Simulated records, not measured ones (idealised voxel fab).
process module | voxel wiring stack
cross-section cut | 195 nm wide | cells 5 nm
A cross-section is a grid of square cells, given in bands from the top down. A band is one or more rows of cells.
Each band's line starts with the height of the band's top and of its bottom, in nm. Then come its materials from left to right, each with its width in nm. One material with "throughout" fills the band from edge to edge. "air" is empty space.
Height 0 is the level under which the wafer as received is all one material. The lowest band goes on downwards, as in "0 down".
A width such as "30 to 40" changes by the same amount from each row of cells to the next, from the band's top row to its bottom row.
"no change" after a step means that no cell of the cross-section changed.
closed voids: empty space of 8 cells or more with no open way to the top, each as width x height at its distance from the left edge, in nm
after a step's settings: what the simulator itself notes on the step
overlay nm, on a step with a mask: how far to the right of its planned place the mask lay; to the left if negative
plan
1 op RECEIVE | material Si
2 op CONFORMAL_DEP | material SiO2 | thk nm 15
3 op DIRECTIONAL_DEP | material TiN | thk nm 5
4 op DIRECTIONAL_DEP | material Ru | thk nm 20
5 op PATTERN | tone cover | mask id METAL_1 | material resist | width nm 20 | pitch nm 45 | thk nm 20 | overlay nm 0
6 op DIRECTIONAL_ETCH | etch materials Ru | depth nm 20
7 op DIRECTIONAL_ETCH | etch materials TiN | depth nm 5
8 op STRIP | etch materials resist
9 op FILL_DEP | material lowk | thk nm 10
10 op CMP | height nm 40
11 op CONFORMAL_DEP | material SiCN | thk nm 5
12 op DIRECTIONAL_DEP | material lowk | thk nm 15
13 op DIRECTIONAL_DEP | material aC | thk nm 15
14 op PATTERN | tone open | mask id PLUG_1 | material resist | width nm 15 | pitch nm 45 | thk nm 35 | overlay nm 0
15 op DIRECTIONAL_ETCH | etch materials aC | depth nm 15
16 op STRIP | etch materials resist
17 op DIRECTIONAL_ETCH | etch materials lowk | depth nm 15
18 op DIRECTIONAL_ETCH | etch materials SiCN | depth nm 5
19 op STRIP | etch materials aC
20 op EPI | material Ru | thk nm 10
21 op EPI | material Ru | thk nm 10
22 op CONFORMAL_DEP | material SiN | thk nm 5
23 op DIRECTIONAL_DEP | material SiO2 | thk nm 15
24 op DIRECTIONAL_DEP | material aC | thk nm 10
25 op PATTERN | tone open | mask id METAL_2 | material resist | width nm 20 | pitch nm 45 | thk nm 30 | overlay nm 0
26 op DIRECTIONAL_ETCH | etch materials aC | depth nm 10
27 op STRIP | etch materials resist
28 op DIRECTIONAL_ETCH | etch materials SiO2 | depth nm 15
29 op DIRECTIONAL_ETCH | etch materials SiN | depth nm 5
30 op STRIP | etch materials aC
31 op CONFORMAL_DEP | material TiN | thk nm 5
32 op FILL_DEP | material Cu | thk nm 10
33 op CMP | height nm 80
34 op CONFORMAL_DEP | material SiCN | thk nm 5
35 op DIRECTIONAL_DEP | material lowk | thk nm 30
36 op DIRECTIONAL_DEP | material aC | thk nm 15
37 op PATTERN | tone open | mask id METAL_3 | material resist | width nm 20 | pitch nm 45 | thk nm 35 | overlay nm 0
38 op DIRECTIONAL_ETCH | etch materials aC | depth nm 15
39 op STRIP | etch materials resist
40 op DIRECTIONAL_ETCH | etch materials lowk | depth nm 15
41 op STRIP | etch materials aC
42 op MASKED_ETCH | tone open | mask id METAL_3_HOLES | width nm 15 | pitch nm 45 | etch materials lowk | depth nm 15 | overlay nm 0
43 op MASKED_ETCH | tone open | mask id METAL_3_HOLES | width nm 15 | pitch nm 45 | etch materials SiCN | depth nm 5 | overlay nm 0
44 op CONFORMAL_DEP | material TiN | thk nm 5
45 op FILL_DEP | material Cu | thk nm 5
46 op CMP | height nm 115
47 op CONFORMAL_DEP | material SiCN | thk nm 5
48 op DIRECTIONAL_DEP | material lowk | thk nm 10
49 op MASKED_ETCH | tone open | mask id PLUG_3 | width nm 15 | pitch nm 45 | etch materials lowk | depth nm 10 | overlay nm 0
50 op MASKED_ETCH | tone open | mask id PLUG_3 | width nm 15 | pitch nm 45 | etch materials SiCN | depth nm 5 | overlay nm 0
51 op CONFORMAL_DEP | material TiN | thk nm 5
52 op FILL_DEP | material Cu | thk nm 5
53 op CMP | height nm 130
54 op CONFORMAL_DEP | material SiCN | thk nm 5
55 op DIRECTIONAL_DEP | material SiO2 | thk nm 25
56 op DIRECTIONAL_DEP | material aC | thk nm 10
57 op PATTERN | tone open | mask id METAL_4 | material resist | width nm 20 | pitch nm 45 | thk nm 25 | overlay nm 0
58 op DIRECTIONAL_ETCH | etch materials aC | depth nm 10
59 op STRIP | etch materials resist
60 op DIRECTIONAL_ETCH | etch materials SiO2 | depth nm 25
61 op DIRECTIONAL_ETCH | etch materials SiCN | depth nm 5
62 op STRIP | etch materials aC
63 op CONFORMAL_DEP | material TiN | thk nm 5
64 op FILL_DEP | material Cu | thk nm 5
65 op CMP | height nm 160
66 op CONFORMAL_DEP | material SiCN | thk nm 5
first wafer, as planned
as received, after step 1
  0 down: Si throughout
  closed voids: none
after step 2
  15 to 0: SiO2 throughout
  below 0: unchanged
after step 3
  20 to 15: TiN throughout
  below 15: unchanged
after step 4
  40 to 20: Ru throughout
  below 20: unchanged
after step 5
  60 to 40: air 40 | resist 20 | air 25 | resist 20 | air 25 | resist 20 | air 45
  below 40: unchanged
after step 6
  60 to 40: air 40 | resist 20 | air 25 | resist 20 | air 25 | resist 20 | air 45
  40 to 20: air 40 | Ru 20 | air 25 | Ru 20 | air 25 | Ru 20 | air 45
  below 20: unchanged
after step 7
  60 to 40: air 40 | resist 20 | air 25 | resist 20 | air 25 | resist 20 | air 45
  40 to 20: air 40 | Ru 20 | air 25 | Ru 20 | air 25 | Ru 20 | air 45
  20 to 15: air 40 | TiN 20 | air 25 | TiN 20 | air 25 | TiN 20 | air 45
  below 15: unchanged
after step 8
  40 to 20: air 40 | Ru 20 | air 25 | Ru 20 | air 25 | Ru 20 | air 45
  below 20: unchanged
after step 9
  50 to 40: lowk throughout
  40 to 20: lowk 40 | Ru 20 | lowk 25 | Ru 20 | lowk 25 | Ru 20 | lowk 45
  20 to 15: lowk 40 | TiN 20 | lowk 25 | TiN 20 | lowk 25 | TiN 20 | lowk 45
  below 15: unchanged
after step 10
  40 to 20: lowk 40 | Ru 20 | lowk 25 | Ru 20 | lowk 25 | Ru 20 | lowk 45
  below 20: unchanged
after step 11
  45 to 40: SiCN throughout
  below 40: unchanged
after step 12
  60 to 45: lowk throughout
  below 45: unchanged
after step 13
  75 to 60: aC throughout
  below 60: unchanged
after step 14
  110 to 75: resist 40 | air 15 | resist 30 | air 15 | resist 30 | air 15 | resist 50
  below 75: unchanged
after step 15
  95 to 75: resist 40 | air 15 | resist 30 | air 15 | resist 30 | air 15 | resist 50
  75 to 60: aC 40 | air 15 | aC 30 | air 15 | aC 30 | air 15 | aC 50
  below 60: unchanged
after step 16
  75 to 60: aC 40 | air 15 | aC 30 | air 15 | aC 30 | air 15 | aC 50
  below 60: unchanged
after step 17
  75 to 60: aC 40 | air 15 | aC 30 | air 15 | aC 30 | air 15 | aC 50
  60 to 45: lowk 40 | air 15 | lowk 30 | air 15 | lowk 30 | air 15 | lowk 50
  below 45: unchanged
after step 18
  75 to 60: aC 40 | air 15 | aC 30 | air 15 | aC 30 | air 15 | aC 50
  60 to 45: lowk 40 | air 15 | lowk 30 | air 15 | lowk 30 | air 15 | lowk 50
  45 to 40: SiCN 40 | air 15 | SiCN 30 | air 15 | SiCN 30 | air 15 | SiCN 50
  below 40: unchanged
after step 19
  60 to 45: lowk 40 | air 15 | lowk 30 | air 15 | lowk 30 | air 15 | lowk 50
  below 45: unchanged
after step 20
  60 to 50: lowk 40 | air 15 | lowk 30 | air 15 | lowk 30 | air 15 | lowk 50
  50 to 45: lowk 40 | Ru 15 | lowk 30 | Ru 15 | lowk 30 | Ru 15 | lowk 50
  45 to 40: SiCN 40 | Ru 15 | SiCN 30 | Ru 15 | SiCN 30 | Ru 15 | SiCN 50
  below 40: unchanged
after step 21
  60 to 45: lowk 40 | Ru 15 | lowk 30 | Ru 15 | lowk 30 | Ru 15 | lowk 50
  below 45: unchanged
after step 22
  65 to 60: SiN throughout
  below 60: unchanged
after step 23
  80 to 65: SiO2 throughout
  below 65: unchanged
after step 24
  90 to 80: aC throughout
  below 80: unchanged
after step 25
  120 to 90: resist 40 | air 20 | resist 25 | air 20 | resist 25 | air 20 | resist 45
  below 90: unchanged
after step 26
  110 to 90: resist 40 | air 20 | resist 25 | air 20 | resist 25 | air 20 | resist 45
  90 to 80: aC 40 | air 20 | aC 25 | air 20 | aC 25 | air 20 | aC 45
  below 80: unchanged
after step 27
  90 to 80: aC 40 | air 20 | aC 25 | air 20 | aC 25 | air 20 | aC 45
  below 80: unchanged
after step 28
  90 to 80: aC 40 | air 20 | aC 25 | air 20 | aC 25 | air 20 | aC 45
  80 to 65: SiO2 40 | air 20 | SiO2 25 | air 20 | SiO2 25 | air 20 | SiO2 45
  below 65: unchanged
after step 29
  90 to 80: aC 40 | air 20 | aC 25 | air 20 | aC 25 | air 20 | aC 45
  80 to 65: SiO2 40 | air 20 | SiO2 25 | air 20 | SiO2 25 | air 20 | SiO2 45
  65 to 60: SiN 40 | air 20 | SiN 25 | air 20 | SiN 25 | air 20 | SiN 45
  below 60: unchanged
after step 30
  80 to 65: SiO2 40 | air 20 | SiO2 25 | air 20 | SiO2 25 | air 20 | SiO2 45
  below 65: unchanged
after step 31
  85 to 80: TiN 45 | air 10 | TiN 35 | air 10 | TiN 35 | air 10 | TiN 50
  80 to 65: SiO2 40 | TiN 5 | air 10 | TiN 5 | SiO2 25 | TiN 5 | air 10 | TiN 5 | SiO2 25 | TiN 5 | air 10 | TiN 5 | SiO2 45
  65 to 60: SiN 40 | TiN 20 | SiN 25 | TiN 20 | SiN 25 | TiN 20 | SiN 45
  below 60: unchanged
after step 32
  95 to 85: Cu throughout
  85 to 80: TiN 45 | Cu 10 | TiN 35 | Cu 10 | TiN 35 | Cu 10 | TiN 50
  80 to 65: SiO2 40 | TiN 5 | Cu 10 | TiN 5 | SiO2 25 | TiN 5 | Cu 10 | TiN 5 | SiO2 25 | TiN 5 | Cu 10 | TiN 5 | SiO2 45
  below 65: unchanged
after step 33
  80 to 65: SiO2 40 | TiN 5 | Cu 10 | TiN 5 | SiO2 25 | TiN 5 | Cu 10 | TiN 5 | SiO2 25 | TiN 5 | Cu 10 | TiN 5 | SiO2 45
  below 65: unchanged
after step 34
  85 to 80: SiCN throughout
  below 80: unchanged
after step 35
  115 to 85: lowk throughout
  below 85: unchanged
after step 36
  130 to 115: aC throughout
  below 115: unchanged
after step 37
  165 to 130: resist 40 | air 20 | resist 25 | air 20 | resist 25 | air 20 | resist 45
  below 130: unchanged
after step 38
  150 to 130: resist 40 | air 20 | resist 25 | air 20 | resist 25 | air 20 | resist 45
  130 to 115: aC 40 | air 20 | aC 25 | air 20 | aC 25 | air 20 | aC 45
  below 115: unchanged
after step 39
  130 to 115: aC 40 | air 20 | aC 25 | air 20 | aC 25 | air 20 | aC 45
  below 115: unchanged
after step 40
  130 to 115: aC 40 | air 20 | aC 25 | air 20 | aC 25 | air 20 | aC 45
  115 to 100: lowk 40 | air 20 | lowk 25 | air 20 | lowk 25 | air 20 | lowk 45
  below 100: unchanged
after step 41
  115 to 100: lowk 40 | air 20 | lowk 25 | air 20 | lowk 25 | air 20 | lowk 45
  below 100: unchanged
after step 42
  115 to 100: lowk 40 | air 20 | lowk 25 | air 20 | lowk 25 | air 20 | lowk 45
  100 to 85: lowk 40 | air 15 | lowk 30 | air 15 | lowk 30 | air 15 | lowk 50
  below 85: unchanged
after step 43
  115 to 100: lowk 40 | air 20 | lowk 25 | air 20 | lowk 25 | air 20 | lowk 45
  100 to 85: lowk 40 | air 15 | lowk 30 | air 15 | lowk 30 | air 15 | lowk 50
  85 to 80: SiCN 40 | air 15 | SiCN 30 | air 15 | SiCN 30 | air 15 | SiCN 50
  below 80: unchanged
after step 44
  120 to 115: TiN 45 | air 10 | TiN 35 | air 10 | TiN 35 | air 10 | TiN 50
  115 to 105: lowk 40 | TiN 5 | air 10 | TiN 5 | lowk 25 | TiN 5 | air 10 | TiN 5 | lowk 25 | TiN 5 | air 10 | TiN 5 | lowk 45
  105 to 100: lowk 40 | TiN 5 | air 5 | TiN 10 | lowk 25 | TiN 5 | air 5 | TiN 10 | lowk 25 | TiN 5 | air 5 | TiN 10 | lowk 45
  100 to 85: lowk 40 | TiN 5 | air 5 | TiN 5 | lowk 30 | TiN 5 | air 5 | TiN 5 | lowk 30 | TiN 5 | air 5 | TiN 5 | lowk 50
  85 to 80: SiCN 40 | TiN 15 | SiCN 30 | TiN 15 | SiCN 30 | TiN 15 | SiCN 50
  below 80: unchanged
after step 45
  125 to 120: Cu throughout
  120 to 115: TiN 45 | Cu 10 | TiN 35 | Cu 10 | TiN 35 | Cu 10 | TiN 50
  115 to 105: lowk 40 | TiN 5 | Cu 10 | TiN 5 | lowk 25 | TiN 5 | Cu 10 | TiN 5 | lowk 25 | TiN 5 | Cu 10 | TiN 5 | lowk 45
  105 to 100: lowk 40 | TiN 5 | Cu 5 | TiN 10 | lowk 25 | TiN 5 | Cu 5 | TiN 10 | lowk 25 | TiN 5 | Cu 5 | TiN 10 | lowk 45
  100 to 85: lowk 40 | TiN 5 | Cu 5 | TiN 5 | lowk 30 | TiN 5 | Cu 5 | TiN 5 | lowk 30 | TiN 5 | Cu 5 | TiN 5 | lowk 50
  below 85: unchanged
after step 46
  115 to 105: lowk 40 | TiN 5 | Cu 10 | TiN 5 | lowk 25 | TiN 5 | Cu 10 | TiN 5 | lowk 25 | TiN 5 | Cu 10 | TiN 5 | lowk 45
  below 105: unchanged
after step 47
  120 to 115: SiCN throughout
  below 115: unchanged
after step 48
  130 to 120: lowk throughout
  below 120: unchanged
after step 49
  130 to 120: lowk 40 | air 15 | lowk 30 | air 15 | lowk 30 | air 15 | lowk 50
  below 120: unchanged
after step 50
  130 to 120: lowk 40 | air 15 | lowk 30 | air 15 | lowk 30 | air 15 | lowk 50
  120 to 115: SiCN 40 | air 15 | SiCN 30 | air 15 | SiCN 30 | air 15 | SiCN 50
  below 115: unchanged
after step 51
  135 to 130: TiN 45 | air 5 | TiN 40 | air 5 | TiN 40 | air 5 | TiN 55
  130 to 120: lowk 40 | TiN 5 | air 5 | TiN 5 | lowk 30 | TiN 5 | air 5 | TiN 5 | lowk 30 | TiN 5 | air 5 | TiN 5 | lowk 50
  120 to 115: SiCN 40 | TiN 15 | SiCN 30 | TiN 15 | SiCN 30 | TiN 15 | SiCN 50
  below 115: unchanged
after step 52
  140 to 135: Cu throughout
  135 to 130: TiN 45 | Cu 5 | TiN 40 | Cu 5 | TiN 40 | Cu 5 | TiN 55
  130 to 120: lowk 40 | TiN 5 | Cu 5 | TiN 5 | lowk 30 | TiN 5 | Cu 5 | TiN 5 | lowk 30 | TiN 5 | Cu 5 | TiN 5 | lowk 50
  below 120: unchanged
after step 53
  130 to 120: lowk 40 | TiN 5 | Cu 5 | TiN 5 | lowk 30 | TiN 5 | Cu 5 | TiN 5 | lowk 30 | TiN 5 | Cu 5 | TiN 5 | lowk 50
  below 120: unchanged
after step 54
  135 to 130: SiCN throughout
  below 130: unchanged
after step 55
  160 to 135: SiO2 throughout
  below 135: unchanged
after step 56
  170 to 160: aC throughout
  below 160: unchanged
after step 57
  195 to 170: resist 40 | air 20 | resist 25 | air 20 | resist 25 | air 20 | resist 45
  below 170: unchanged
after step 58
  185 to 170: resist 40 | air 20 | resist 25 | air 20 | resist 25 | air 20 | resist 45
  170 to 160: aC 40 | air 20 | aC 25 | air 20 | aC 25 | air 20 | aC 45
  below 160: unchanged
after step 59
  170 to 160: aC 40 | air 20 | aC 25 | air 20 | aC 25 | air 20 | aC 45
  below 160: unchanged
after step 60
  170 to 160: aC 40 | air 20 | aC 25 | air 20 | aC 25 | air 20 | aC 45
  160 to 135: SiO2 40 | air 20 | SiO2 25 | air 20 | SiO2 25 | air 20 | SiO2 45
  below 135: unchanged
after step 61
  170 to 160: aC 40 | air 20 | aC 25 | air 20 | aC 25 | air 20 | aC 45
  160 to 135: SiO2 40 | air 20 | SiO2 25 | air 20 | SiO2 25 | air 20 | SiO2 45
  135 to 130: SiCN 40 | air 20 | SiCN 25 | air 20 | SiCN 25 | air 20 | SiCN 45
  below 130: unchanged
after step 62
  160 to 135: SiO2 40 | air 20 | SiO2 25 | air 20 | SiO2 25 | air 20 | SiO2 45
  below 135: unchanged
after step 63
  165 to 160: TiN 45 | air 10 | TiN 35 | air 10 | TiN 35 | air 10 | TiN 50
  160 to 135: SiO2 40 | TiN 5 | air 10 | TiN 5 | SiO2 25 | TiN 5 | air 10 | TiN 5 | SiO2 25 | TiN 5 | air 10 | TiN 5 | SiO2 45
  135 to 130: SiCN 40 | TiN 20 | SiCN 25 | TiN 20 | SiCN 25 | TiN 20 | SiCN 45
  below 130: unchanged
after step 64
  170 to 165: Cu throughout
  165 to 160: TiN 45 | Cu 10 | TiN 35 | Cu 10 | TiN 35 | Cu 10 | TiN 50
  160 to 135: SiO2 40 | TiN 5 | Cu 10 | TiN 5 | SiO2 25 | TiN 5 | Cu 10 | TiN 5 | SiO2 25 | TiN 5 | Cu 10 | TiN 5 | SiO2 45
  below 135: unchanged
after step 65
  160 to 135: SiO2 40 | TiN 5 | Cu 10 | TiN 5 | SiO2 25 | TiN 5 | Cu 10 | TiN 5 | SiO2 25 | TiN 5 | Cu 10 | TiN 5 | SiO2 45
  below 135: unchanged
after step 66
  165 to 160: SiCN throughout
  below 160: unchanged
second wafer: like start, like plan, one mistake. Through step 2 it matches the first wafer
when step 3 should have ended
  35 to 15: Ru throughout
  below 15: unchanged
when step 4 should have ended
  40 to 35: TiN throughout
  below 35: unchanged
when step 5 should have ended
  60 to 40: air 40 | resist 20 | air 25 | resist 20 | air 25 | resist 20 | air 45
  below 40: unchanged
when step 6 should have ended: no change
when step 7 should have ended
  60 to 40: air 40 | resist 20 | air 25 | resist 20 | air 25 | resist 20 | air 45
  40 to 35: air 40 | TiN 20 | air 25 | TiN 20 | air 25 | TiN 20 | air 45
  below 35: unchanged
when step 8 should have ended
  40 to 35: air 40 | TiN 20 | air 25 | TiN 20 | air 25 | TiN 20 | air 45
  below 35: unchanged
when step 9 should have ended
  50 to 40: lowk throughout
  40 to 35: lowk 40 | TiN 20 | lowk 25 | TiN 20 | lowk 25 | TiN 20 | lowk 45
  below 35: unchanged
when step 10 should have ended
  40 to 35: lowk 40 | TiN 20 | lowk 25 | TiN 20 | lowk 25 | TiN 20 | lowk 45
  below 35: unchanged
when step 11 should have ended
  45 to 40: SiCN throughout
  below 40: unchanged
when step 12 should have ended
  60 to 45: lowk throughout
  below 45: unchanged
when step 13 should have ended
  75 to 60: aC throughout
  below 60: unchanged
when step 14 should have ended
  110 to 75: resist 40 | air 15 | resist 30 | air 15 | resist 30 | air 15 | resist 50
  below 75: unchanged
when step 15 should have ended
  95 to 75: resist 40 | air 15 | resist 30 | air 15 | resist 30 | air 15 | resist 50
  75 to 60: aC 40 | air 15 | aC 30 | air 15 | aC 30 | air 15 | aC 50
  below 60: unchanged
when step 16 should have ended
  75 to 60: aC 40 | air 15 | aC 30 | air 15 | aC 30 | air 15 | aC 50
  below 60: unchanged
when step 17 should have ended
  75 to 60: aC 40 | air 15 | aC 30 | air 15 | aC 30 | air 15 | aC 50
  60 to 45: lowk 40 | air 15 | lowk 30 | air 15 | lowk 30 | air 15 | lowk 50
  below 45: unchanged
when step 18 should have ended
  75 to 60: aC 40 | air 15 | aC 30 | air 15 | aC 30 | air 15 | aC 50
  60 to 45: lowk 40 | air 15 | lowk 30 | air 15 | lowk 30 | air 15 | lowk 50
  45 to 40: SiCN 40 | air 15 | SiCN 30 | air 15 | SiCN 30 | air 15 | SiCN 50
  below 40: unchanged
when step 19 should have ended
  60 to 45: lowk 40 | air 15 | lowk 30 | air 15 | lowk 30 | air 15 | lowk 50
  below 45: unchanged
when step 20 should have ended
  60 to 50: lowk 40 | air 15 | lowk 30 | air 15 | lowk 30 | air 15 | lowk 50
  50 to 45: lowk 40 | Ru 15 | lowk 30 | Ru 15 | lowk 30 | Ru 15 | lowk 50
  45 to 40: SiCN 40 | Ru 15 | SiCN 30 | Ru 15 | SiCN 30 | Ru 15 | SiCN 50
  below 40: unchanged
when step 21 should have ended
  60 to 45: lowk 40 | Ru 15 | lowk 30 | Ru 15 | lowk 30 | Ru 15 | lowk 50
  below 45: unchanged
when step 22 should have ended
  65 to 60: SiN throughout
  below 60: unchanged
when step 23 should have ended
  80 to 65: SiO2 throughout
  below 65: unchanged
when step 24 should have ended
  90 to 80: aC throughout
  below 80: unchanged
when step 25 should have ended
  120 to 90: resist 40 | air 20 | resist 25 | air 20 | resist 25 | air 20 | resist 45
  below 90: unchanged
when step 26 should have ended
  110 to 90: resist 40 | air 20 | resist 25 | air 20 | resist 25 | air 20 | resist 45
  90 to 80: aC 40 | air 20 | aC 25 | air 20 | aC 25 | air 20 | aC 45
  below 80: unchanged
when step 27 should have ended
  90 to 80: aC 40 | air 20 | aC 25 | air 20 | aC 25 | air 20 | aC 45
  below 80: unchanged
when step 28 should have ended
  90 to 80: aC 40 | air 20 | aC 25 | air 20 | aC 25 | air 20 | aC 45
  80 to 65: SiO2 40 | air 20 | SiO2 25 | air 20 | SiO2 25 | air 20 | SiO2 45
  below 65: unchanged
when step 29 should have ended
  90 to 80: aC 40 | air 20 | aC 25 | air 20 | aC 25 | air 20 | aC 45
  80 to 65: SiO2 40 | air 20 | SiO2 25 | air 20 | SiO2 25 | air 20 | SiO2 45
  65 to 60: SiN 40 | air 20 | SiN 25 | air 20 | SiN 25 | air 20 | SiN 45
  below 60: unchanged
when step 30 should have ended
  80 to 65: SiO2 40 | air 20 | SiO2 25 | air 20 | SiO2 25 | air 20 | SiO2 45
  below 65: unchanged
when step 31 should have ended
  85 to 80: TiN 45 | air 10 | TiN 35 | air 10 | TiN 35 | air 10 | TiN 50
  80 to 65: SiO2 40 | TiN 5 | air 10 | TiN 5 | SiO2 25 | TiN 5 | air 10 | TiN 5 | SiO2 25 | TiN 5 | air 10 | TiN 5 | SiO2 45
  65 to 60: SiN 40 | TiN 20 | SiN 25 | TiN 20 | SiN 25 | TiN 20 | SiN 45
  below 60: unchanged
when step 32 should have ended
  95 to 85: Cu throughout
  85 to 80: TiN 45 | Cu 10 | TiN 35 | Cu 10 | TiN 35 | Cu 10 | TiN 50
  80 to 65: SiO2 40 | TiN 5 | Cu 10 | TiN 5 | SiO2 25 | TiN 5 | Cu 10 | TiN 5 | SiO2 25 | TiN 5 | Cu 10 | TiN 5 | SiO2 45
  below 65: unchanged
when step 33 should have ended
  80 to 65: SiO2 40 | TiN 5 | Cu 10 | TiN 5 | SiO2 25 | TiN 5 | Cu 10 | TiN 5 | SiO2 25 | TiN 5 | Cu 10 | TiN 5 | SiO2 45
  below 65: unchanged
when step 34 should have ended
  85 to 80: SiCN throughout
  below 80: unchanged
when step 35 should have ended
  115 to 85: lowk throughout
  below 85: unchanged
when step 36 should have ended
  130 to 115: aC throughout
  below 115: unchanged
when step 37 should have ended
  165 to 130: resist 40 | air 20 | resist 25 | air 20 | resist 25 | air 20 | resist 45
  below 130: unchanged
when step 38 should have ended
  150 to 130: resist 40 | air 20 | resist 25 | air 20 | resist 25 | air 20 | resist 45
  130 to 115: aC 40 | air 20 | aC 25 | air 20 | aC 25 | air 20 | aC 45
  below 115: unchanged
when step 39 should have ended
  130 to 115: aC 40 | air 20 | aC 25 | air 20 | aC 25 | air 20 | aC 45
  below 115: unchanged
when step 40 should have ended
  130 to 115: aC 40 | air 20 | aC 25 | air 20 | aC 25 | air 20 | aC 45
  115 to 100: lowk 40 | air 20 | lowk 25 | air 20 | lowk 25 | air 20 | lowk 45
  below 100: unchanged
when step 41 should have ended
  115 to 100: lowk 40 | air 20 | lowk 25 | air 20 | lowk 25 | air 20 | lowk 45
  below 100: unchanged
when step 42 should have ended
  115 to 100: lowk 40 | air 20 | lowk 25 | air 20 | lowk 25 | air 20 | lowk 45
  100 to 85: lowk 40 | air 15 | lowk 30 | air 15 | lowk 30 | air 15 | lowk 50
  below 85: unchanged
when step 43 should have ended
  115 to 100: lowk 40 | air 20 | lowk 25 | air 20 | lowk 25 | air 20 | lowk 45
  100 to 85: lowk 40 | air 15 | lowk 30 | air 15 | lowk 30 | air 15 | lowk 50
  85 to 80: SiCN 40 | air 15 | SiCN 30 | air 15 | SiCN 30 | air 15 | SiCN 50
  below 80: unchanged
when step 44 should have ended
  120 to 115: TiN 45 | air 10 | TiN 35 | air 10 | TiN 35 | air 10 | TiN 50
  115 to 105: lowk 40 | TiN 5 | air 10 | TiN 5 | lowk 25 | TiN 5 | air 10 | TiN 5 | lowk 25 | TiN 5 | air 10 | TiN 5 | lowk 45
  105 to 100: lowk 40 | TiN 5 | air 5 | TiN 10 | lowk 25 | TiN 5 | air 5 | TiN 10 | lowk 25 | TiN 5 | air 5 | TiN 10 | lowk 45
  100 to 85: lowk 40 | TiN 5 | air 5 | TiN 5 | lowk 30 | TiN 5 | air 5 | TiN 5 | lowk 30 | TiN 5 | air 5 | TiN 5 | lowk 50
  85 to 80: SiCN 40 | TiN 15 | SiCN 30 | TiN 15 | SiCN 30 | TiN 15 | SiCN 50
  below 80: unchanged
when step 45 should have ended
  125 to 120: Cu throughout
  120 to 115: TiN 45 | Cu 10 | TiN 35 | Cu 10 | TiN 35 | Cu 10 | TiN 50
  115 to 105: lowk 40 | TiN 5 | Cu 10 | TiN 5 | lowk 25 | TiN 5 | Cu 10 | TiN 5 | lowk 25 | TiN 5 | Cu 10 | TiN 5 | lowk 45
  105 to 100: lowk 40 | TiN 5 | Cu 5 | TiN 10 | lowk 25 | TiN 5 | Cu 5 | TiN 10 | lowk 25 | TiN 5 | Cu 5 | TiN 10 | lowk 45
  100 to 85: lowk 40 | TiN 5 | Cu 5 | TiN 5 | lowk 30 | TiN 5 | Cu 5 | TiN 5 | lowk 30 | TiN 5 | Cu 5 | TiN 5 | lowk 50
  below 85: unchanged
when step 46 should have ended
  115 to 105: lowk 40 | TiN 5 | Cu 10 | TiN 5 | lowk 25 | TiN 5 | Cu 10 | TiN 5 | lowk 25 | TiN 5 | Cu 10 | TiN 5 | lowk 45
  below 105: unchanged
when step 47 should have ended
  120 to 115: SiCN throughout
  below 115: unchanged
when step 48 should have ended
  130 to 120: lowk throughout
  below 120: unchanged
when step 49 should have ended
  130 to 120: lowk 40 | air 15 | lowk 30 | air 15 | lowk 30 | air 15 | lowk 50
  below 120: unchanged
when step 50 should have ended
  130 to 120: lowk 40 | air 15 | lowk 30 | air 15 | lowk 30 | air 15 | lowk 50
  120 to 115: SiCN 40 | air 15 | SiCN 30 | air 15 | SiCN 30 | air 15 | SiCN 50
  below 115: unchanged
when step 51 should have ended
  135 to 130: TiN 45 | air 5 | TiN 40 | air 5 | TiN 40 | air 5 | TiN 55
  130 to 120: lowk 40 | TiN 5 | air 5 | TiN 5 | lowk 30 | TiN 5 | air 5 | TiN 5 | lowk 30 | TiN 5 | air 5 | TiN 5 | lowk 50
  120 to 115: SiCN 40 | TiN 15 | SiCN 30 | TiN 15 | SiCN 30 | TiN 15 | SiCN 50
  below 115: unchanged
when step 52 should have ended
  140 to 135: Cu throughout
  135 to 130: TiN 45 | Cu 5 | TiN 40 | Cu 5 | TiN 40 | Cu 5 | TiN 55
  130 to 120: lowk 40 | TiN 5 | Cu 5 | TiN 5 | lowk 30 | TiN 5 | Cu 5 | TiN 5 | lowk 30 | TiN 5 | Cu 5 | TiN 5 | lowk 50
  below 120: unchanged
when step 53 should have ended
  130 to 120: lowk 40 | TiN 5 | Cu 5 | TiN 5 | lowk 30 | TiN 5 | Cu 5 | TiN 5 | lowk 30 | TiN 5 | Cu 5 | TiN 5 | lowk 50
  below 120: unchanged
when step 54 should have ended
  135 to 130: SiCN throughout
  below 130: unchanged
when step 55 should have ended
  160 to 135: SiO2 throughout
  below 135: unchanged
when step 56 should have ended
  170 to 160: aC throughout
  below 160: unchanged
when step 57 should have ended
  195 to 170: resist 40 | air 20 | resist 25 | air 20 | resist 25 | air 20 | resist 45
  below 170: unchanged
when step 58 should have ended
  185 to 170: resist 40 | air 20 | resist 25 | air 20 | resist 25 | air 20 | resist 45
  170 to 160: aC 40 | air 20 | aC 25 | air 20 | aC 25 | air 20 | aC 45
  below 160: unchanged
when step 59 should have ended
  170 to 160: aC 40 | air 20 | aC 25 | air 20 | aC 25 | air 20 | aC 45
  below 160: unchanged
when step 60 should have ended
  170 to 160: aC 40 | air 20 | aC 25 | air 20 | aC 25 | air 20 | aC 45
  160 to 135: SiO2 40 | air 20 | SiO2 25 | air 20 | SiO2 25 | air 20 | SiO2 45
  below 135: unchanged
when step 61 should have ended
  170 to 160: aC 40 | air 20 | aC 25 | air 20 | aC 25 | air 20 | aC 45
  160 to 135: SiO2 40 | air 20 | SiO2 25 | air 20 | SiO2 25 | air 20 | SiO2 45
  135 to 130: SiCN 40 | air 20 | SiCN 25 | air 20 | SiCN 25 | air 20 | SiCN 45
  below 130: unchanged
when step 62 should have ended
  160 to 135: SiO2 40 | air 20 | SiO2 25 | air 20 | SiO2 25 | air 20 | SiO2 45
  below 135: unchanged
when step 63 should have ended
  165 to 160: TiN 45 | air 10 | TiN 35 | air 10 | TiN 35 | air 10 | TiN 50
  160 to 135: SiO2 40 | TiN 5 | air 10 | TiN 5 | SiO2 25 | TiN 5 | air 10 | TiN 5 | SiO2 25 | TiN 5 | air 10 | TiN 5 | SiO2 45
  135 to 130: SiCN 40 | TiN 20 | SiCN 25 | TiN 20 | SiCN 25 | TiN 20 | SiCN 45
  below 130: unchanged
when step 64 should have ended
  170 to 165: Cu throughout
  165 to 160: TiN 45 | Cu 10 | TiN 35 | Cu 10 | TiN 35 | Cu 10 | TiN 50
  160 to 135: SiO2 40 | TiN 5 | Cu 10 | TiN 5 | SiO2 25 | TiN 5 | Cu 10 | TiN 5 | SiO2 25 | TiN 5 | Cu 10 | TiN 5 | SiO2 45
  below 135: unchanged
when step 65 should have ended
  160 to 135: SiO2 40 | TiN 5 | Cu 10 | TiN 5 | SiO2 25 | TiN 5 | Cu 10 | TiN 5 | SiO2 25 | TiN 5 | Cu 10 | TiN 5 | SiO2 45
  below 135: unchanged
when step 66 should have ended
  165 to 160: SiCN throughout
  below 160: unchanged
what went wrong: steps 3 and 4 were swapped
at the end the second wafer has, in cells: 108 more of Ru | 108 fewer of lowk
